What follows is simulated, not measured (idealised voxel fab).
This is a process module. Its name is voxel transistor to metal.
FYI the section here is cut, 205 nm wide, cells are 5 nm squares.
In this document a cross-section is written as a grid of square cells. It is given as a series of bands, listed from the top down, and a band is one or more rows of cells.
Within each band entry, the heights of the top and of the bottom of the band appear first, in that order and in nm; the materials of the band then follow from left to right, each with its corresponding width in nm. The designation "throughout" on a single material indicates that it fills the band from edge to edge; the designation "air" indicates empty space.
Note: height 0 marks the level under which the wafer is uniformly one material as received. Lowest band unbounded below, written "top 0, no bottom".
The width entry "30->40" should be interpreted row by row: the top row of cells in the band takes the first number, the bottom row takes the second number, and the change between adjacent rows is uniform throughout.
Where the words "remained the same" appear for a step, the cross-section shows no cell changed by that step; every cell remained as before.
Each empty space that has no open way to the top and spans at least 8 cells appears under "Closed internal cavities" as width x height at distance, the distance counted from the left edge, all in nm.
On each step's line, the part that comes after the settings is the simulator's own comment on the step.
The "overlay nm" setting may appear on a step's line; for a step that uses a mask, it gives how far to the right of its planned position the mask lay, and a negative value indicates the left.
These are the steps we planned for the process
1,RECEIVE,material Si
2,CONFORMAL_DEP,material SiO2,thk nm 5
3,CONFORMAL_DEP,material SiN,thk nm 15
4,PATTERN,tone cover,mask id ACTIVE,material resist,width nm 115,thk nm 15,overlay nm 0
5,DIRECTIONAL_ETCH,etch materials SiN,depth nm 15
6,DIRECTIONAL_ETCH,etch materials SiO2,depth nm 5
7,DIRECTIONAL_ETCH,etch materials Si,depth nm 35
8,STRIP,etch materials resist
9,OXIDIZE,depth nm 5
10,FILL_DEP,material SiO2,thk nm 5
11,CMP,height nm 20
12,SELECTIVE_ETCH,etch materials SiO2,depth nm 10
13,STRIP,etch materials SiN
14,SELECTIVE_ETCH,etch materials SiO2,depth nm 5
15,OXIDIZE,depth nm 5
16,DIRECTIONAL_DEP,material polySi,thk nm 20
17,DIRECTIONAL_DEP,material SiCN,thk nm 15
18,PATTERN,tone cover,mask id GATE,material resist,width nm 35,thk nm 15,overlay nm 0
19,DIRECTIONAL_ETCH,etch materials SiCN,depth nm 25
20,DIRECTIONAL_ETCH,etch materials polySi,depth nm 30
21,STRIP,etch materials resist
22,CONFORMAL_DEP,material SiN,thk nm 5
23,DIRECTIONAL_ETCH,etch materials SiN,depth nm 5
24,DIRECTIONAL_ETCH,etch materials SiO2,depth nm 5
25,DIRECTIONAL_ETCH,etch materials Si,depth nm 5
26,EPI,material nSi,thk nm 10
27,FILL_DEP,material SiO2,thk nm 10
28,CMP,height nm 20
29,STRIP,etch materials polySi
30,SELECTIVE_ETCH,etch materials SiO2,depth nm 5
31,CONFORMAL_DEP,material HfO2,thk nm 5
32,CONFORMAL_DEP,material TiN,thk nm 5
33,FILL_DEP,material W,thk nm 5
34,CMP,height nm 15
35,DIRECTIONAL_DEP,material SiO2,thk nm 10
36,MASKED_ETCH,tone open,mask id CONTACT,width nm 20,pitch nm 85,etch materials SiO2,depth nm 25,overlay nm 0
37,CONFORMAL_DEP,material TiN,thk nm 5
38,FILL_DEP,material Ru,thk nm 5
39,CMP,height nm 25
40,CONFORMAL_DEP,material SiCN,thk nm 5
41,DIRECTIONAL_DEP,material lowk,thk nm 25
42,MASKED_ETCH,tone open,mask id METAL_1,width nm 20,pitch nm 85,etch materials lowk,depth nm 25,overlay nm 0
43,MASKED_ETCH,tone open,mask id METAL_1,width nm 20,pitch nm 85,etch materials SiCN,depth nm 5,overlay nm 0
44,CONFORMAL_DEP,material TiN,thk nm 5
45,FILL_DEP,material Cu,thk nm 5
46,CMP,height nm 55
47,CONFORMAL_DEP,material SiCN,thk nm 5
48,DIRECTIONAL_DEP,material lowk,thk nm 30
49,DIRECTIONAL_DEP,material aC,thk nm 10
50,PATTERN,tone open,mask id METAL_2_HOLES,material resist,width nm 15,pitch nm 85,thk nm 25,overlay nm 0
51,DIRECTIONAL_ETCH,etch materials aC,depth nm 10
52,STRIP,etch materials resist
53,DIRECTIONAL_ETCH,etch materials lowk,depth nm 30
54,STRIP,etch materials aC
55,DIRECTIONAL_DEP,material aC,thk nm 10
56,PATTERN,tone open,mask id METAL_2,material resist,width nm 20,pitch nm 85,thk nm 25,overlay nm 0
57,DIRECTIONAL_ETCH,etch materials aC,depth nm 10
58,STRIP,etch materials resist
59,DIRECTIONAL_ETCH,etch materials lowk,depth nm 15
60,DIRECTIONAL_ETCH,etch materials SiCN,depth nm 5
61,STRIP,etch materials aC
62,CONFORMAL_DEP,material TiN,thk nm 5
63,FILL_DEP,material Cu,thk nm 5
64,CMP,height nm 90
65,CONFORMAL_DEP,material SiN,thk nm 5
Heads up: all these wafers start the same, and what changes between them is the thk nm in step 22. The value you see in the plan is just what the first wafer got.
Cross-section of the first of several received wafers, showing its state after step 1
> top 0, no bottom = Si throughout
> Closed internal cavities: none
The following table contains a row per wafer, in which are reported, at the conclusion of the module, the cells of each material gained (+) or lost (-) since the wafer's receipt, with its closed voids given thereafter
thk nm 5, +36 Cu, +15 HfO2, +16 Ru, -193 Si, +68 SiCN, +49 SiN, +290 SiO2, +93 TiN, +6 W, +369 lowk, +30 nSi, Closed internal cavities: none
thk nm 10, +36 Cu, +15 HfO2, +12 Ru, -181 Si, +68 SiCN, +87 SiN, +278 SiO2, +89 TiN, +6 W, +369 lowk, Closed internal cavities: none
thk nm 15, +36 Cu, +15 HfO2, +6 Ru, -181 Si, +68 SiCN, +121 SiN, +254 SiO2, +85 TiN, +6 W, +369 lowk, Closed internal cavities: none
thk nm 20, +36 Cu, +15 HfO2, +4 Ru, -181 Si, +68 SiCN, +127 SiN, +254 SiO2, +81 TiN, +6 W, +369 lowk, Closed internal cavities: none
